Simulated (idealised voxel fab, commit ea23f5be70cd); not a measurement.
The following process module bears the name voxel gate over fins.
Section shown: cut. Width: 260 nm. Cell size: 5 nm, square.
Just so we're on the same page, the cross-sections are grids of square cells, and they're listed out in bands top to bottom, each band one or more rows deep. This entry defines a band. It first specifies the height of the band's top and the height of its bottom in nm, and then specifies the band's materials from left to right, stating each material with its width in nm. The word "all across" identifies a single material that fills the band from edge to edge, while the word "empty" identifies empty space. Heights are reckoned from 0. Under this level, the received wafer is all of one material. The bottommost band is open-ended downward, for example "0 -> down". It should be noted that a width expressed as "30->40" varies in equal increments from row to row of cells within the band, taking the value of the first number at the top row and that of the second number at the bottom row. A step reported as "no change" is a step in which no cell of the cross-section changed. You'll see "Enclosed cavity list" listing empty spaces that have no way open to the top, as long as they're 8 cells or more; the notation is width x height at distance, where the distance is from the left edge, and all of it is in nm. That trailing text on a step's line, after the settings, is the simulator's own remark on the step. What "overlay nm" on a step's line means: if the step has a mask, that mask lay this far to the right of its planned place, or, when the value is negative, to the left.
-- Steps in the process plan
1: RECEIVE, material Si
2: CONFORMAL_DEP, material SiN, thk nm 10
3: DIRECTIONAL_DEP, material aC, thk nm 10
4: PATTERN, tone cover, mask id FINS, material resist, width nm 15, pitch nm 40, thk nm 30, overlay nm 0
5: DIRECTIONAL_ETCH, etch materials aC, depth nm 10
6: STRIP, etch materials resist
7: DIRECTIONAL_ETCH, etch materials SiN, depth nm 10
8: DIRECTIONAL_ETCH, etch materials Si, depth nm 30
9: STRIP, etch materials aC
10: FILL_DEP, material SiO2, thk nm 5
11: CMP, height nm 10
12: SELECTIVE_ETCH, etch materials SiO2, depth nm 25
13: STRIP, etch materials SiN
14: CONFORMAL_DEP, material HfO2, thk nm 5
15: CONFORMAL_DEP, material TiN, thk nm 5
16: CONFORMAL_DEP, material TiAl, thk nm 5
17: CONFORMAL_DEP, material TiN, thk nm 5
18: FILL_DEP, material W, thk nm 10
19: CMP, height nm 25
20: CONFORMAL_DEP, material SiCN, thk nm 10
-- The cross-section here shows the wafer as received, i.e. in its state after step 1
    0 -> down: Si all across
    Enclosed cavity list: none
-- Cross-section: first of two wafers, module finished, run according to plan
    35 -> 25: SiCN all across
    25 -> 20: W all across
    20 -> 15: W: 80  TiN: 95  W: 85
    15 -> 10: W: 80  TiN: 5  TiAl: 85  TiN: 5  W: 85
    10 -> 5: W: 80  TiN: 5  TiAl: 5  TiN: 35  TiAl: 5  TiN: 35  TiAl: 5  TiN: 5  W: 85
    5 -> 0: TiN: 85  TiAl: 5  TiN: 5  HfO2: 25  TiN: 5  TiAl: 5  TiN: 5  HfO2: 25  TiN: 5  TiAl: 5  TiN: 90
    0 -> -5: TiAl: 90  TiN: 5  HfO2: 5  Si: 15  HfO2: 5  TiN: 5  TiAl: 5  TiN: 5  HfO2: 5  Si: 15  HfO2: 5  TiN: 5  TiAl: 95
    -5 -> -10: TiN: 95  HfO2: 5  Si: 15  HfO2: 5  TiN: 15  HfO2: 5  Si: 15  HfO2: 5  TiN: 100
    -10 -> -15: HfO2: 100  Si: 15  HfO2: 25  Si: 15  HfO2: 105
    -15 -> -30: SiO2: 100  Si: 15  SiO2: 25  Si: 15  SiO2: 105
    -30 -> down: Si all across
    Enclosed cavity list: none
-- Same start, same plan as the first wafer - but one mistake in the run. Cross-section of the second of the two at the end of the module
    35 -> 25: SiCN all across
    25 -> 20: W all across
    20 -> 15: W: 80  TiN: 100  W: 80
    15 -> 10: W: 80  TiN: 5  TiAl: 90  TiN: 5  W: 80
    10 -> 5: W: 80  TiN: 5  TiAl: 5  TiN: 80  TiAl: 5  TiN: 5  W: 80
    5 -> 0: TiN: 85  TiAl: 5  TiN: 5  HfO2: 30  TiN: 10  HfO2: 30  TiN: 5  TiAl: 5  TiN: 85
    0 -> -5: TiAl: 90  TiN: 5  HfO2: 5  Si: 20  HfO2: 5  TiN: 10  HfO2: 5  Si: 20  HfO2: 5  TiN: 5  TiAl: 90
    -5 -> -10: TiN: 95  HfO2: 5  Si: 20  HfO2: 5  TiN: 10  HfO2: 5  Si: 20  HfO2: 5  TiN: 95
    -10 -> -15: HfO2: 100  Si: 20  HfO2: 20  Si: 20  HfO2: 100
    -15 -> -30: SiO2: 100  Si: 20  SiO2: 20  Si: 20  SiO2: 100
    -30 -> down: Si all across
    Enclosed cavity list: none
In executing the process, a mistake was made relative to the plan: step 4 changed vs plan, executed as PATTERN, tone cover, mask id FINS, material resist, width nm 20, pitch nm 40, thk nm 30, overlay nm 0
End check, counted in cells, second wafer has more or fewer of these materials than the first: +12 Si, -6 SiO2, -3 TiAl, -3 W
